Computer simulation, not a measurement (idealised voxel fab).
Name of the process module below: voxel self aligned contacts
Section shown: cut. Width: 150 nm. Cell size: 5 nm, square.
This document writes a cross-section as a grid whose cells are square, and gives it as bands, listed from the top down; one or more rows of cells form a band. Band entry format. Leading values: height of top, height of bottom, nm. Remainder: materials in left-to-right order, each with its width in nm. Special words: "full width" on a single material, which then fills the band edge to edge; "air", empty space. Basically, 0 is our baseline, since under it the wafer straight out of the box is all one material. The bottom band has no lower end and keeps on going down, so it looks like "0 down". The notation "30->40" denotes a width that varies across the rows of cells in the band, beginning at the first number in the top row, finishing at the second number in the bottom row, and changing by an identical amount from each row to the next. When a step is marked "nothing different", none of the cells in the cross-section changed during that step. What "Enclosed void entries" gives you is every empty space of 8 cells or more that is cut off from the top. Each appears as width x height at distance, with the distance taken from the left edge and width, height and distance all in nm. Whatever follows a step's settings on its line is a remark the simulator itself makes about that step. "overlay nm" denotes, for a step that has a mask, the displacement of the mask to the right of its planned place, with negative values corresponding to the left.
[Planned process steps]
step 1: op RECEIVE | material Si
step 2: op CONFORMAL_DEP | material SiO2 | thk nm 5
step 3: op DIRECTIONAL_DEP | material polySi | thk nm 30
step 4: op DIRECTIONAL_DEP | material SiN | thk nm 20
step 5: op MASKED_ETCH | tone cover | mask id GATE | width nm 30 | pitch nm 60 | etch materials SiN | depth nm 20 | overlay nm 0
step 6: op MASKED_ETCH | tone cover | mask id GATE | width nm 30 | pitch nm 60 | etch materials polySi | depth nm 30 | overlay nm 0
step 7: op CONFORMAL_DEP | material SiN | thk nm 5
step 8: op DIRECTIONAL_ETCH | etch materials SiN | depth nm 5
step 9: op FILL_DEP | material SiO2 | thk nm 20
step 10: op CMP | height nm 65
step 11: op DIRECTIONAL_DEP | material aC | thk nm 15
step 12: op PATTERN | tone open | mask id CONTACT | material resist | width nm 30 | thk nm 30 | overlay nm 0
step 13: op DIRECTIONAL_ETCH | etch materials aC | depth nm 15
step 14: op STRIP | etch materials resist
step 15: op DIRECTIONAL_ETCH | etch materials SiO2 | depth nm 65
step 16: op STRIP | etch materials aC
step 17: op CONFORMAL_DEP | material TiN | thk nm 5
step 18: op FILL_DEP | material W | thk nm 5
step 19: op CMP | height nm 65
step 20: op CONFORMAL_DEP | material SiN | thk nm 5
The wafers in this document start out alike and differ in the width nm applied at step 12; the plan shows the value used for the first wafer.
[Cross-section: the first of several wafers in its as-received state, i.e. following step 1]
* 0 down  Si full width
* Enclosed void entries: none
[Here is how to read the rows: every wafer has a row, and it shows the wafer at the end of the module, giving for each material how many cells were gained (+) or lost (-) since the wafer was received, then listing its closed voids]
width nm 30 | +118 SiN | +174 SiO2 | +30 TiN | +26 W | +72 polySi | Enclosed void entries: none
width nm 35 | +118 SiN | +172 SiO2 | +31 TiN | +27 W | +72 polySi | Enclosed void entries: none
width nm 40 | +118 SiN | +170 SiO2 | +32 TiN | +28 W | +72 polySi | Enclosed void entries: none
width nm 45 | +118 SiN | +168 SiO2 | +33 TiN | +29 W | +72 polySi | Enclosed void entries: none
width nm 50 | +118 SiN | +166 SiO2 | +34 TiN | +30 W | +72 polySi | Enclosed void entries: none
width nm 55 | +118 SiN | +164 SiO2 | +35 TiN | +31 W | +72 polySi | Enclosed void entries: none
